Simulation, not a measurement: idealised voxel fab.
Process module name: voxel ribs on slabs
Square cell edge 5 nm, section width 285 nm, ID cut.
Square cells in a grid make up a cross-section in this document, and the grid is given as bands, listed from the top down, each one or more rows of cells. Within each band entry, the heights of the top and of the bottom of the band appear first, in that order and in nm; the materials of the band then follow from left to right, each with its corresponding width in nm. The designation "full width" on a single material indicates that it fills the band from edge to edge; the designation "blank" indicates empty space. Convention: height 0 is the level below which the wafer, as received, is all one material. The lowest band does not terminate at the bottom but continues downward, represented as "top 0, no bottom". Graded width ("30 to 40"): value in top row of band = first number; value in bottom row = second number; row-to-row change constant. Where a step carries "changes: none", the cross-section came out of it unchanged, cell for cell. What "Sealed cavities" gives you is every empty space of 8 cells or more that is cut off from the top. Each appears as width x height at distance, with the distance taken from the left edge and width, height and distance all in nm. It should be noted that, on the line of a given step, the content following the step's settings is a remark produced by the simulator itself with respect to that step. Steps that use a mask can have "overlay nm" on their line. It says how far the mask sat to the right of where it was meant to be. Negative means to the left. Pairs from here to the end. Each: cross-section before one process step, cross-section after it, the latter only as far down as the lowest band that changed. Under each: the step between, and its settings. Mind that the pairs may be taken from different runs of this module on the same starting wafer; whether a pair continues from the pair above depends on its entry headed "Pre-step geometry", and it does only where that entry says so.

-- Pre-step geometry
* top 0, no bottom | Si full width
* Sealed cavities: none

-- Section After Processing
* top 20, bottom 0 | SiO2 full width
* Everything under 0 stays put, no change at all.
* Sealed cavities: none
What is the step between the two cross-sections above? DIRECTIONAL_DEP with material SiO2, thk nm 20

Pre-step geometry: the after view from the pair directly above serves as the before view here.

-- Section After Processing
* top 45, bottom 20 | polySi full width
* Everything under 20 stays put, no change at all.
* Sealed cavities: none
What is the step between the two cross-sections above? DIRECTIONAL_DEP with material polySi, thk nm 25

Pre-step geometry: the after view from the pair directly above serves as the before view here.

-- Section After Processing
* top 60, bottom 45 | blank 125; resist 30; blank 130
* Everything under 45 stays put, no change at all.
* Sealed cavities: none
What is the step between the two cross-sections above? PATTERN with tone cover, mask id RIB, material resist, width nm 30, thk nm 15, overlay nm 0

Pre-step geometry: the after view from the pair directly above serves as the before view here.

-- Section After Processing
* top 60, bottom 45 | blank 125; resist 30; blank 130
* top 45, bottom 35 | blank 125; polySi 30; blank 130
* Everything under 35 stays put, no change at all.
* Sealed cavities: none
What is the step between the two cross-sections above? DIRECTIONAL_ETCH with etch materials polySi, depth nm 10

Pre-step geometry: the after view from the pair directly above serves as the before view here.

-- Section After Processing
* top 45, bottom 35 | blank 125; polySi 30; blank 130
* Everything under 35 stays put, no change at all.
* Sealed cavities: none
What is the step between the two cross-sections above? STRIP with etch materials resist

Pre-step geometry: the after view from the pair directly above serves as the before view here.

-- Section After Processing
* top 55, bottom 45 | blank 125; aC 30; blank 130
* top 45, bottom 35 | aC 125; polySi 30; aC 130
* Everything under 35 stays put, no change at all.
* Sealed cavities: none
What is the step between the two cross-sections above? DIRECTIONAL_DEP with material aC, thk nm 10

Pre-step geometry: the after view from the pair directly above serves as the before view here.

-- Section After Processing
* top 85, bottom 55 | blank 95; resist 90; blank 100
* top 55, bottom 45 | blank 95; resist 30; aC 30; resist 30; blank 100
* Everything under 45 stays put, no change at all.
* Sealed cavities: none
What is the step between the two cross-sections above? PATTERN with tone cover, mask id SLAB, material resist, width nm 90, thk nm 30, overlay nm 0

Pre-step geometry: the after view from the pair directly above serves as the before view here.

-- Section After Processing
* top 75, bottom 55 | blank 95; resist 90; blank 100
* top 55, bottom 45 | blank 95; resist 30; aC 30; resist 30; blank 100
* top 45, bottom 35 | blank 95; aC 30; polySi 30; aC 30; blank 100
* Everything under 35 stays put, no change at all.
* Sealed cavities: none
What is the step between the two cross-sections above? DIRECTIONAL_ETCH with etch materials aC, depth nm 10

Pre-step geometry: the after view from the pair directly above serves as the before view here.

-- Section After Processing
* top 55, bottom 45 | blank 125; aC 30; blank 130
* Everything under 45 stays put, no change at all.
* Sealed cavities: none
What is the step between the two cross-sections above? STRIP with etch materials resist

Pre-step geometry: the after view from the pair directly above serves as the before view here.

-- Section After Processing
* top 55, bottom 45 | blank 125; aC 30; blank 130
* top 45, bottom 35 | blank 95; aC 30; polySi 30; aC 30; blank 100
* top 35, bottom 20 | blank 95; polySi 90; blank 100
* Everything under 20 stays put, no change at all.
* Sealed cavities: none
What is the step between the two cross-sections above? DIRECTIONAL_ETCH with etch materials polySi, depth nm 15

Pre-step geometry: the after view from the pair directly above serves as the before view here.

-- Section After Processing
* top 45, bottom 35 | blank 125; polySi 30; blank 130
* Everything under 35 stays put, no change at all.
* Sealed cavities: none
What is the step between the two cross-sections above? STRIP with etch materials aC

Pre-step geometry: the after view from the pair directly above serves as the before view here.

-- Section After Processing
* top 65, bottom 45 | SiO2 full width
* top 45, bottom 35 | SiO2 125; polySi 30; SiO2 130
* top 35, bottom 20 | SiO2 95; polySi 90; SiO2 100
* Everything under 20 stays put, no change at all.
* Sealed cavities: none
What is the step between the two cross-sections above? FILL_DEP with material SiO2, thk nm 20

Pre-step geometry: the after view from the pair directly above serves as the before view here.

-- Section After Processing
* top 60, bottom 45 | SiO2 full width
* Everything under 45 stays put, no change at all.
* Sealed cavities: none
What is the step between the two cross-sections above? CMP with height nm 60

Pre-step geometry: the after view from the pair directly above serves as the before view here.

-- Section After Processing
* top 65, bottom 60 | W full width
* Everything under 60 stays put, no change at all.
* Sealed cavities: none
What is the step between the two cross-sections above? DIRECTIONAL_DEP with material W, thk nm 5

Pre-step geometry: the after view from the pair directly above serves as the before view here.

-- Section After Processing
* top 65, bottom 60 | blank 120; W 40; blank 125
* Everything under 60 stays put, no change at all.
* Sealed cavities: none
What is the step between the two cross-sections above? MASKED_ETCH with tone cover, mask id HEATER, width nm 40, etch materials W, depth nm 5, overlay nm 0

Pre-step geometry: the after view from the pair directly above serves as the before view here.

-- Section After Processing
* top 75, bottom 70 | blank 110; SiO2 60; blank 115
* top 70, bottom 65 | SiO2 full width
* top 65, bottom 60 | SiO2 120; W 40; SiO2 125
* Everything under 60 stays put, no change at all.
* Sealed cavities: none
What is the step between the two cross-sections above? CONFORMAL_DEP with material SiO2, thk nm 10

-- Pre-step geometry
* top 20, bottom 0 | SiO2 full width
* top 0, no bottom | Si full width
* Sealed cavities: none

-- Section After Processing
* top 40, bottom 0 | SiO2 full width
* Everything under 0 stays put, no change at all.
* Sealed cavities: none
What is the step between the two cross-sections above? DIRECTIONAL_DEP with material SiO2, thk nm 20

Pre-step geometry: the after view from the pair directly above serves as the before view here.

-- Section After Processing
* top 65, bottom 40 | polySi full width
* Everything under 40 stays put, no change at all.
* Sealed cavities: none
What is the step between the two cross-sections above? DIRECTIONAL_DEP with material polySi, thk nm 25

Pre-step geometry: the after view from the pair directly above serves as the before view here.

-- Section After Processing
* top 80, bottom 65 | blank 125; resist 30; blank 130
* Everything under 65 stays put, no change at all.
* Sealed cavities: none
What is the step between the two cross-sections above? PATTERN with tone cover, mask id RIB, material resist, width nm 30, thk nm 15, overlay nm 0

Pre-step geometry: the after view from the pair directly above serves as the before view here.

-- Section After Processing
* top 80, bottom 65 | blank 125; resist 30; blank 130
* top 65, bottom 55 | blank 125; polySi 30; blank 130
* Everything under 55 stays put, no change at all.
* Sealed cavities: none
What is the step between the two cross-sections above? DIRECTIONAL_ETCH with etch materials polySi, depth nm 10

Pre-step geometry: the after view from the pair directly above serves as the before view here.

-- Section After Processing
* top 65, bottom 55 | blank 125; polySi 30; blank 130
* Everything under 55 stays put, no change at all.
* Sealed cavities: none
What is the step between the two cross-sections above? STRIP with etch materials resist

Pre-step geometry: the after view from the pair directly above serves as the before view here.

-- Section After Processing
* top 75, bottom 65 | blank 125; aC 30; blank 130
* top 65, bottom 55 | aC 125; polySi 30; aC 130
* Everything under 55 stays put, no change at all.
* Sealed cavities: none
What is the step between the two cross-sections above? DIRECTIONAL_DEP with material aC, thk nm 10

Pre-step geometry: the after view from the pair directly above serves as the before view here.

-- Section After Processing
* top 105, bottom 75 | blank 95; resist 90; blank 100
* top 75, bottom 65 | blank 95; resist 30; aC 30; resist 30; blank 100
* Everything under 65 stays put, no change at all.
* Sealed cavities: none
What is the step between the two cross-sections above? PATTERN with tone cover, mask id SLAB, material resist, width nm 90, thk nm 30, overlay nm 0

Pre-step geometry: the after view from the pair directly above serves as the before view here.

-- Section After Processing
* top 95, bottom 75 | blank 95; resist 90; blank 100
* top 75, bottom 65 | blank 95; resist 30; aC 30; resist 30; blank 100
* top 65, bottom 55 | blank 95; aC 30; polySi 30; aC 30; blank 100
* Everything under 55 stays put, no change at all.
* Sealed cavities: none
What is the step between the two cross-sections above? DIRECTIONAL_ETCH with etch materials aC, depth nm 10

Pre-step geometry: the after view from the pair directly above serves as the before view here.

-- Section After Processing
* top 75, bottom 65 | blank 125; aC 30; blank 130
* Everything under 65 stays put, no change at all.
* Sealed cavities: none
What is the step between the two cross-sections above? STRIP with etch materials resist

Pre-step geometry: the after view from the pair directly above serves as the before view here.

-- Section After Processing
* top 75, bottom 65 | blank 125; aC 30; blank 130
* top 65, bottom 55 | blank 95; aC 30; polySi 30; aC 30; blank 100
* top 55, bottom 40 | blank 95; polySi 90; blank 100
* Everything under 40 stays put, no change at all.
* Sealed cavities: none
What is the step between the two cross-sections above? DIRECTIONAL_ETCH with etch materials polySi, depth nm 15

Pre-step geometry: the after view from the pair directly above serves as the before view here.

-- Section After Processing
* top 65, bottom 55 | blank 125; polySi 30; blank 130
* Everything under 55 stays put, no change at all.
* Sealed cavities: none
What is the step between the two cross-sections above? STRIP with etch materials aC

Pre-step geometry: the after view from the pair directly above serves as the before view here.

-- Section After Processing
* top 85, bottom 65 | SiO2 full width
* top 65, bottom 55 | SiO2 125; polySi 30; SiO2 130
* top 55, bottom 40 | SiO2 95; polySi 90; SiO2 100
* Everything under 40 stays put, no change at all.
* Sealed cavities: none
What is the step between the two cross-sections above? FILL_DEP with material SiO2, thk nm 20

Pre-step geometry: the after view from the pair directly above serves as the before view here.

-- Section After Processing
* top 60, bottom 55 | SiO2 125; polySi 30; SiO2 130
* Everything under 55 stays put, no change at all.
* Sealed cavities: none
What is the step between the two cross-sections above? CMP with height nm 60

Pre-step geometry: the after view from the pair directly above serves as the before view here.

-- Section After Processing
* top 65, bottom 60 | W full width
* Everything under 60 stays put, no change at all.
* Sealed cavities: none
What is the step between the two cross-sections above? DIRECTIONAL_DEP with material W, thk nm 5

Pre-step geometry: the after view from the pair directly above serves as the before view here.

-- Section After Processing
* top 65, bottom 60 | blank 120; W 40; blank 125
* Everything under 60 stays put, no change at all.
* Sealed cavities: none
What is the step between the two cross-sections above? MASKED_ETCH with tone cover, mask id HEATER, width nm 40, etch materials W, depth nm 5, overlay nm 0

Pre-step geometry: the after view from the pair directly above serves as the before view here.

-- Section After Processing
* top 75, bottom 70 | blank 110; SiO2 60; blank 115
* top 70, bottom 65 | SiO2 full width
* top 65, bottom 60 | SiO2 120; W 40; SiO2 125
* Everything under 60 stays put, no change at all.
* Sealed cavities: none
What is the step between the two cross-sections above? CONFORMAL_DEP with material SiO2, thk nm 10

-- Pre-step geometry
* top 0, no bottom | Si full width
* Sealed cavities: none

-- Section After Processing
* top 25, bottom 0 | polySi full width
* Everything under 0 stays put, no change at all.
* Sealed cavities: none
What is the step between the two cross-sections above? DIRECTIONAL_DEP with material polySi, thk nm 25

Pre-step geometry: the after view from the pair directly above serves as the before view here.

-- Section After Processing
* top 45, bottom 25 | SiO2 full width
* Everything under 25 stays put, no change at all.
* Sealed cavities: none
What is the step between the two cross-sections above? DIRECTIONAL_DEP with material SiO2, thk nm 20

Pre-step geometry: the after view from the pair directly above serves as the before view here.

-- Section After Processing
* top 60, bottom 45 | blank 125; resist 30; blank 130
* Everything under 45 stays put, no change at all.
* Sealed cavities: none
What is the step between the two cross-sections above? PATTERN with tone cover, mask id RIB, material resist, width nm 30, thk nm 15, overlay nm 0

Pre-step geometry: the after view from the pair directly above serves as the before view here.

-- Section After Processing
* top 45, bottom 25 | SiO2 full width
* Everything under 25 stays put, no change at all.
* Sealed cavities: none
What is the step between the two cross-sections above? STRIP with etch materials resist

Pre-step geometry: the after view from the pair directly above serves as the before view here.

-- Section After Processing
* top 55, bottom 45 | aC full width
* Everything under 45 stays put, no change at all.
* Sealed cavities: none
What is the step between the two cross-sections above? DIRECTIONAL_DEP with material aC, thk nm 10

Pre-step geometry: the after view from the pair directly above serves as the before view here.

-- Section After Processing
* top 85, bottom 55 | blank 95; resist 90; blank 100
* Everything under 55 stays put, no change at all.
* Sealed cavities: none
What is the step between the two cross-sections above? PATTERN with tone cover, mask id SLAB, material resist, width nm 90, thk nm 30, overlay nm 0

Pre-step geometry: the after view from the pair directly above serves as the before view here.

-- Section After Processing
* top 75, bottom 55 | blank 95; resist 90; blank 100
* top 55, bottom 45 | blank 95; aC 90; blank 100
* Everything under 45 stays put, no change at all.
* Sealed cavities: none
What is the step between the two cross-sections above? DIRECTIONAL_ETCH with etch materials aC, depth nm 10

Pre-step geometry: the after view from the pair directly above serves as the before view here.

-- Section After Processing
* top 55, bottom 45 | blank 95; aC 90; blank 100
* Everything under 45 stays put, no change at all.
* Sealed cavities: none
What is the step between the two cross-sections above? STRIP with etch materials resist

Pre-step geometry: the after view from the pair directly above serves as the before view here.

-- Section After Processing
* top 45, bottom 25 | SiO2 full width
* Everything under 25 stays put, no change at all.
* Sealed cavities: none
What is the step between the two cross-sections above? STRIP with etch materials aC

Pre-step geometry: the after view from the pair directly above serves as the before view here.

-- Section After Processing
* top 65, bottom 25 | SiO2 full width
* Everything under 25 stays put, no change at all.
* Sealed cavities: none
What is the step between the two cross-sections above? FILL_DEP with material SiO2, thk nm 20

Pre-step geometry: the after view from the pair directly above serves as the before view here.

-- Section After Processing
* top 60, bottom 25 | SiO2 full width
* Everything under 25 stays put, no change at all.
* Sealed cavities: none
What is the step between the two cross-sections above? CMP with height nm 60

Pre-step geometry: the after view from the pair directly above serves as the before view here.

-- Section After Processing
* top 65, bottom 60 | W full width
* Everything under 60 stays put, no change at all.
* Sealed cavities: none
What is the step between the two cross-sections above? DIRECTIONAL_DEP with material W, thk nm 5

Pre-step geometry: the after view from the pair directly above serves as the before view here.

-- Section After Processing
* top 65, bottom 60 | blank 120; W 40; blank 125
* Everything under 60 stays put, no change at all.
* Sealed cavities: none
What is the step between the two cross-sections above? MASKED_ETCH with tone cover, mask id HEATER, width nm 40, etch materials W, depth nm 5, overlay nm 0

Pre-step geometry: the after view from the pair directly above serves as the before view here.

-- Section After Processing
* top 75, bottom 70 | blank 110; SiO2 60; blank 115
* top 70, bottom 65 | SiO2 full width
* top 65, bottom 60 | SiO2 120; W 40; SiO2 125
* Everything under 60 stays put, no change at all.
* Sealed cavities: none
What is the step between the two cross-sections above? CONFORMAL_DEP with material SiO2, thk nm 10

-- Pre-step geometry
* top 65, bottom 60 | blank 120; W 40; blank 125
* top 60, bottom 45 | SiO2 full width
* top 45, bottom 35 | SiO2 125; polySi 30; SiO2 130
* top 35, bottom 20 | SiO2 95; polySi 90; SiO2 100
* top 20, bottom 0 | SiO2 full width
* top 0, no bottom | Si full width
* Sealed cavities: none

-- Section After Processing
* top 80, bottom 75 | blank 105; SiO2 70; blank 110
* top 75, bottom 65 | SiO2 full width
* top 65, bottom 60 | SiO2 120; W 40; SiO2 125
* Everything under 60 stays put, no change at all.
* Sealed cavities: none
What is the step between the two cross-sections above? CONFORMAL_DEP with material SiO2, thk nm 15

-- Pre-step geometry
* top 65, bottom 60 | W full width
* top 60, bottom 45 | SiO2 full width
* top 45, bottom 35 | SiO2 125; polySi 30; SiO2 130
* top 35, bottom 20 | SiO2 95; polySi 90; SiO2 100
* top 20, bottom 0 | SiO2 full width
* top 0, no bottom | Si full width
* Sealed cavities: none

-- Section After Processing
* top 65, bottom 60 | blank 120; W 45; blank 120
* Everything under 60 stays put, no change at all.
* Sealed cavities: none
What is the step between the two cross-sections above? MASKED_ETCH with tone cover, mask id HEATER, width nm 45, etch materials W, depth nm 5, overlay nm 0

Pre-step geometry: the after view from the pair directly above serves as the before view here.

-- Section After Processing
* top 75, bottom 70 | blank 110; SiO2 65; blank 110
* top 70, bottom 65 | SiO2 full width
* top 65, bottom 60 | SiO2 120; W 45; SiO2 120
* Everything under 60 stays put, no change at all.
* Sealed cavities: none
What is the step between the two cross-sections above? CONFORMAL_DEP with material SiO2, thk nm 10

-- Pre-step geometry
* top 55, bottom 45 | blank 125; aC 30; blank 130
* top 45, bottom 35 | aC 125; polySi 30; aC 130
* top 35, bottom 20 | polySi full width
* top 20, bottom 0 | SiO2 full width
* top 0, no bottom | Si full width
* Sealed cavities: none

-- Section After Processing
* top 85, bottom 55 | blank 100; resist 90; blank 95
* top 55, bottom 45 | blank 100; resist 25; aC 30; resist 35; blank 95
* Everything under 45 stays put, no change at all.
* Sealed cavities: none
What is the step between the two cross-sections above? PATTERN with tone cover, mask id SLAB, material resist, width nm 90, thk nm 30, overlay nm 5

Pre-step geometry: the after view from the pair directly above serves as the before view here.

-- Section After Processing
* top 75, bottom 55 | blank 100; resist 90; blank 95
* top 55, bottom 45 | blank 100; resist 25; aC 30; resist 35; blank 95
* top 45, bottom 35 | blank 100; aC 25; polySi 30; aC 35; blank 95
* Everything under 35 stays put, no change at all.
* Sealed cavities: none
What is the step between the two cross-sections above? DIRECTIONAL_ETCH with etch materials aC, depth nm 10

Pre-step geometry: the after view from the pair directly above serves as the before view here.

-- Section After Processing
* top 55, bottom 45 | blank 125; aC 30; blank 130
* Everything under 45 stays put, no change at all.
* Sealed cavities: none
What is the step between the two cross-sections above? STRIP with etch materials resist

Pre-step geometry: the after view from the pair directly above serves as the before view here.

-- Section After Processing
* top 55, bottom 45 | blank 125; aC 30; blank 130
* top 45, bottom 35 | blank 100; aC 25; polySi 30; aC 35; blank 95
* top 35, bottom 20 | blank 100; polySi 90; blank 95
* Everything under 20 stays put, no change at all.
* Sealed cavities: none
What is the step between the two cross-sections above? DIRECTIONAL_ETCH with etch materials polySi, depth nm 15

Pre-step geometry: the after view from the pair directly above serves as the before view here.

-- Section After Processing
* top 45, bottom 35 | blank 125; polySi 30; blank 130
* Everything under 35 stays put, no change at all.
* Sealed cavities: none
What is the step between the two cross-sections above? STRIP with etch materials aC

Pre-step geometry: the after view from the pair directly above serves as the before view here.

-- Section After Processing
* top 65, bottom 45 | SiO2 full width
* top 45, bottom 35 | SiO2 125; polySi 30; SiO2 130
* top 35, bottom 20 | SiO2 100; polySi 90; SiO2 95
* Everything under 20 stays put, no change at all.
* Sealed cavities: none
What is the step between the two cross-sections above? FILL_DEP with material SiO2, thk nm 20

Pre-step geometry: the after view from the pair directly above serves as the before view here.

-- Section After Processing
* top 60, bottom 45 | SiO2 full width
* Everything under 45 stays put, no change at all.
* Sealed cavities: none
What is the step between the two cross-sections above? CMP with height nm 60

Pre-step geometry: the after view from the pair directly above serves as the before view here.

-- Section After Processing
* top 65, bottom 60 | W full width
* Everything under 60 stays put, no change at all.
* Sealed cavities: none
What is the step between the two cross-sections above? DIRECTIONAL_DEP with material W, thk nm 5

Pre-step geometry: the after view from the pair directly above serves as the before view here.

-- Section After Processing
* top 65, bottom 60 | blank 120; W 40; blank 125
* Everything under 60 stays put, no change at all.
* Sealed cavities: none
What is the step between the two cross-sections above? MASKED_ETCH with tone cover, mask id HEATER, width nm 40, etch materials W, depth nm 5, overlay nm 0

Pre-step geometry: the after view from the pair directly above serves as the before view here.

-- Section After Processing
* top 75, bottom 70 | blank 110; SiO2 60; blank 115
* top 70, bottom 65 | SiO2 full width
* top 65, bottom 60 | SiO2 120; W 40; SiO2 125
* Everything under 60 stays put, no change at all.
* Sealed cavities: none
What is the step between the two cross-sections above? CONFORMAL_DEP with material SiO2, thk nm 10

-- Pre-step geometry
* top 45, bottom 35 | blank 125; polySi 30; blank 130
* top 35, bottom 20 | blank 95; polySi 90; blank 100
* top 20, bottom 0 | SiO2 full width
* top 0, no bottom | Si full width
* Sealed cavities: none

-- Section After Processing
* top 65, bottom 45 | aC full width
* top 45, bottom 35 | aC 125; polySi 30; aC 130
* top 35, bottom 20 | aC 95; polySi 90; aC 100
* Everything under 20 stays put, no change at all.
* Sealed cavities: none
What is the step between the two cross-sections above? FILL_DEP with material aC, thk nm 20

Pre-step geometry: the after view from the pair directly above serves as the before view here.

-- Section After Processing
* top 60, bottom 45 | aC full width
* Everything under 45 stays put, no change at all.
* Sealed cavities: none
What is the step between the two cross-sections above? CMP with height nm 60

Pre-step geometry: the after view from the pair directly above serves as the before view here.

-- Section After Processing
* top 65, bottom 60 | W full width
* Everything under 60 stays put, no change at all.
* Sealed cavities: none
What is the step between the two cross-sections above? DIRECTIONAL_DEP with material W, thk nm 5

Pre-step geometry: the after view from the pair directly above serves as the before view here.

-- Section After Processing
* top 65, bottom 60 | blank 120; W 40; blank 125
* Everything under 60 stays put, no change at all.
* Sealed cavities: none
What is the step between the two cross-sections above? MASKED_ETCH with tone cover, mask id HEATER, width nm 40, etch materials W, depth nm 5, overlay nm 0

Pre-step geometry: the after view from the pair directly above serves as the before view here.

-- Section After Processing
* top 75, bottom 70 | blank 110; SiO2 60; blank 115
* top 70, bottom 65 | SiO2 full width
* top 65, bottom 60 | SiO2 120; W 40; SiO2 125
* Everything under 60 stays put, no change at all.
* Sealed cavities: none
What is the step between the two cross-sections above? CONFORMAL_DEP with material SiO2, thk nm 10

-- Pre-step geometry
* top 65, bottom 60 | W full width
* top 60, bottom 45 | SiO2 full width
* top 45, bottom 35 | SiO2 125; polySi 30; SiO2 130
* top 35, bottom 20 | SiO2 95; polySi 90; SiO2 100
* top 20, bottom 0 | SiO2 full width
* top 0, no bottom | Si full width
* Sealed cavities: none

-- Section After Processing
* top 65, bottom 60 | W 120; blank 40; W 125
* Everything under 60 stays put, no change at all.
* Sealed cavities: none
What is the step between the two cross-sections above? MASKED_ETCH with tone open, mask id HEATER, width nm 40, etch materials W, depth nm 5, overlay nm 0

Pre-step geometry: the after view from the pair directly above serves as the before view here.

-- Section After Processing
* top 75, bottom 70 | SiO2 130; blank 20; SiO2 135
* top 70, bottom 65 | SiO2 full width
* top 65, bottom 60 | W 120; SiO2 40; W 125
* Everything under 60 stays put, no change at all.
* Sealed cavities: none
What is the step between the two cross-sections above? CONFORMAL_DEP with material SiO2, thk nm 10
